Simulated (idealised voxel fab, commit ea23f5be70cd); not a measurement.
Process module heading - voxel released beams
Shown is cross-section cut, with a width of 255 nm and square cells of size 5 nm.
In what follows, cross-sections appear as grids of square cells, described through bands that run from the top down, where every band is one or more rows of cells. First you get the band's top height and its bottom height, in nm, and then the materials it's made of, left to right, with each width in nm. If you see a single material with "full width", that one covers the band edge to edge. "empty" is empty space. Height 0 is the level under which the wafer as received is all one material. The lowest band goes on downwards, as in "0 -> down". Width "30..40": first value at the band's top row of cells, second value at its bottom row, equal change from row to row. "changes: none", as given for a step, is the statement that not any cell of the cross-section underwent a change during that step. In the "Voids lacking openings" entry, you get each enclosed empty space of 8 cells or more, one with no open way to the top, written width x height at distance, distance from the left edge, in nm. That trailing text on a step's line, after the settings, is the simulator's own remark on the step. overlay nm: step with mask; distance mask lay right of planned place; negative value = left of planned place.
Intended process steps
| 1 | RECEIVE,material Si |
| 2 | CONFORMAL_DEP,material SiN,thk nm 10 |
| 3 | DIRECTIONAL_DEP,material SiO2,thk nm 15 |
| 4 | DIRECTIONAL_DEP,material aC,thk nm 15 |
| 5 | PATTERN,tone open,mask id ANCHOR,material resist,width nm 45,thk nm 30,overlay nm 0 |
| 6 | DIRECTIONAL_ETCH,etch materials aC,depth nm 15 |
| 7 | STRIP,etch materials resist |
| 8 | DIRECTIONAL_ETCH,etch materials SiO2,depth nm 15 |
| 9 | STRIP,etch materials aC |
| 10 | CONFORMAL_DEP,material TiN,thk nm 15 |
| 11 | MASKED_ETCH,tone cover,mask id BEAM,width nm 95,etch materials TiN,depth nm 15,overlay nm 0 |
| 12 | STRIP,etch materials SiO2 |
Cross-section of the wafer upon arrival, representing the state reached after step 1
  0 -> down | Si full width
  Voids lacking openings: none
The first of the two wafers as seen in cross-section once the module was finished; processing followed the plan
  40 -> 25 | empty 75, then TiN 20, then empty 15, then TiN 60, then empty 85
  25 -> 10 | empty 80, then TiN 45, then empty 130
  10 -> 0 | SiN full width
  0 -> down | Si full width
  Voids lacking openings: none
Same start, same plan as the first wafer - but one mistake in the run. Cross-section of the second of the two at the end of the module
  40 -> 25 | empty 70, then TiN 25, then empty 15, then TiN 55, then empty 90
  25 -> 10 | empty 80, then TiN 45, then empty 130
  10 -> 0 | SiN full width
  0 -> down | Si full width
  Voids lacking openings: none
It is concluded that the wafer was processed incorrectly with respect to the plan, in that step 11 did not happen as planned, as run it was MASKED_ETCH,tone cover,mask id BEAM,width nm 95,etch materials TiN,depth nm 15,overlay nm -5
Comparing end states, the material composition by cell count is preserved from the first wafer to the second, while the locations of the cells are not.
